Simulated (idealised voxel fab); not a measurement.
Documented hereafter: the process module known as voxel capacitor over wiring.
Cross-section cut spans 300 nm and uses square cells 5 nm in size.
In this document a cross-section is written as a grid of square cells. It is given as a series of bands, listed from the top down, and a band is one or more rows of cells.
Look at the band entry: it leads with the top's height and the bottom's height in nm. Then it lists the materials left to right, with a width in nm for each. The word "throughout" on a single material says that material fills the band edge to edge. The word "air" is empty space.
The level at which height equals 0 is the one under which the wafer, as it arrives, is entirely one material. No lower edge exists for the bottom band, which continues downward and is notated as in "0..down".
The two numbers in a width such as "30 to 40" mark its ends across the band: the first belongs to the top row of cells, the second to the bottom row, and from each row to the next the width moves by the same amount.
Key: "remained unchanged" - step with no changed cell in the cross-section.
"Unvented internal voids" contains a list of empty spaces, each no smaller than 8 cells and without an open way to the top, written in the form width x height at distance with the distance from the left edge and all three in nm.
Post-settings text on a step line: simulator's own remark regarding the step.
A step's line can hold "overlay nm"; with a mask on that step, the setting says how far right of the planned place the mask lay, while a negative setting says it lay to the left.
Steps in the process plan
step 1: RECEIVE [material Si]
step 2: CONFORMAL_DEP [material SiO2] [thk nm 10]
step 3: CONFORMAL_DEP [material SiN] [thk nm 5]
step 4: DIRECTIONAL_DEP [material SiO2] [thk nm 20]
step 5: DIRECTIONAL_DEP [material aC] [thk nm 10]
step 6: PATTERN [tone open] [mask id METAL_1] [material resist] [width nm 20] [pitch nm 75] [thk nm 30] [overlay nm -15]
step 7: DIRECTIONAL_ETCH [etch materials aC] [depth nm 10]
step 8: STRIP [etch materials resist]
step 9: DIRECTIONAL_ETCH [etch materials SiO2] [depth nm 20]
step 10: DIRECTIONAL_ETCH [etch materials SiN] [depth nm 5]
step 11: STRIP [etch materials aC]
step 12: CONFORMAL_DEP [material TiN] [thk nm 5]
step 13: FILL_DEP [material Cu] [thk nm 10]
step 14: CMP [height nm 35]
step 15: CONFORMAL_DEP [material SiCN] [thk nm 5]
step 16: DIRECTIONAL_DEP [material lowk] [thk nm 10]
step 17: DIRECTIONAL_DEP [material aC] [thk nm 10]
step 18: PATTERN [tone open] [mask id PLUG_1] [material resist] [width nm 15] [thk nm 30] [overlay nm 0]
step 19: DIRECTIONAL_ETCH [etch materials aC] [depth nm 10]
step 20: STRIP [etch materials resist]
step 21: DIRECTIONAL_ETCH [etch materials lowk] [depth nm 10]
step 22: DIRECTIONAL_ETCH [etch materials SiCN] [depth nm 5]
step 23: STRIP [etch materials aC]
step 24: CONFORMAL_DEP [material TiN] [thk nm 5]
step 25: FILL_DEP [material W] [thk nm 10]
step 26: CMP [height nm 50]
step 27: DIRECTIONAL_DEP [material TiN] [thk nm 10]
step 28: DIRECTIONAL_DEP [material Al2O3] [thk nm 5]
step 29: DIRECTIONAL_DEP [material TiN] [thk nm 10]
step 30: MASKED_ETCH [tone cover] [mask id UPPER_PLATE] [width nm 60] [etch materials TiN] [depth nm 10] [overlay nm 0]
step 31: MASKED_ETCH [tone cover] [mask id UPPER_PLATE] [width nm 60] [etch materials Al2O3] [depth nm 5] [overlay nm 0]
step 32: MASKED_ETCH [tone cover] [mask id LOWER_PLATE] [width nm 70] [etch materials TiN] [depth nm 10] [overlay nm 0]
step 33: FILL_DEP [material SiO2] [thk nm 15]
step 34: CMP [height nm 85]
step 35: MASKED_ETCH [tone open] [mask id PLUG_2] [width nm 15] [etch materials SiO2] [depth nm 10] [overlay nm 0]
step 36: CONFORMAL_DEP [material TiN] [thk nm 5]
step 37: FILL_DEP [material Cu] [thk nm 10]
step 38: CMP [height nm 85]
step 39: CONFORMAL_DEP [material SiN] [thk nm 5]
Quick note for whoever runs this: the wafers start identical, but the overlay nm at step 6 isn't the same across them. The plan just shows what the first wafer had.
First of several wafers (as received, post step 1), cross-sectional view
0..down: Si throughout
Unvented internal voids: none
Quick key for the table: a row per wafer, taken at the end of the module. For each material it tells you how many cells the wafer gained (+) or lost (-) since it came in, and the closed voids come after
overlay nm -15; +12 Al2O3; +17 Cu; +57 SiCN; +112 SiN; +678 SiO2; +88 TiN; +2 W; +114 lowk; Unvented internal voids: none
overlay nm -10; +12 Al2O3; +17 Cu; +57 SiCN; +112 SiN; +678 SiO2; +88 TiN; +2 W; +114 lowk; Unvented internal voids: none
overlay nm -5; +12 Al2O3; +17 Cu; +57 SiCN; +112 SiN; +678 SiO2; +88 TiN; +2 W; +114 lowk; Unvented internal voids: none
overlay nm 0; +12 Al2O3; +17 Cu; +57 SiCN; +112 SiN; +678 SiO2; +88 TiN; +2 W; +114 lowk; Unvented internal voids: none
overlay nm 5; +12 Al2O3; +17 Cu; +57 SiCN; +112 SiN; +678 SiO2; +88 TiN; +2 W; +114 lowk; Unvented internal voids: none
overlay nm 10; +12 Al2O3; +17 Cu; +57 SiCN; +112 SiN; +678 SiO2; +88 TiN; +2 W; +114 lowk; Unvented internal voids: none
overlay nm 15; +12 Al2O3; +17 Cu; +57 SiCN; +112 SiN; +678 SiO2; +88 TiN; +2 W; +114 lowk; Unvented internal voids: none
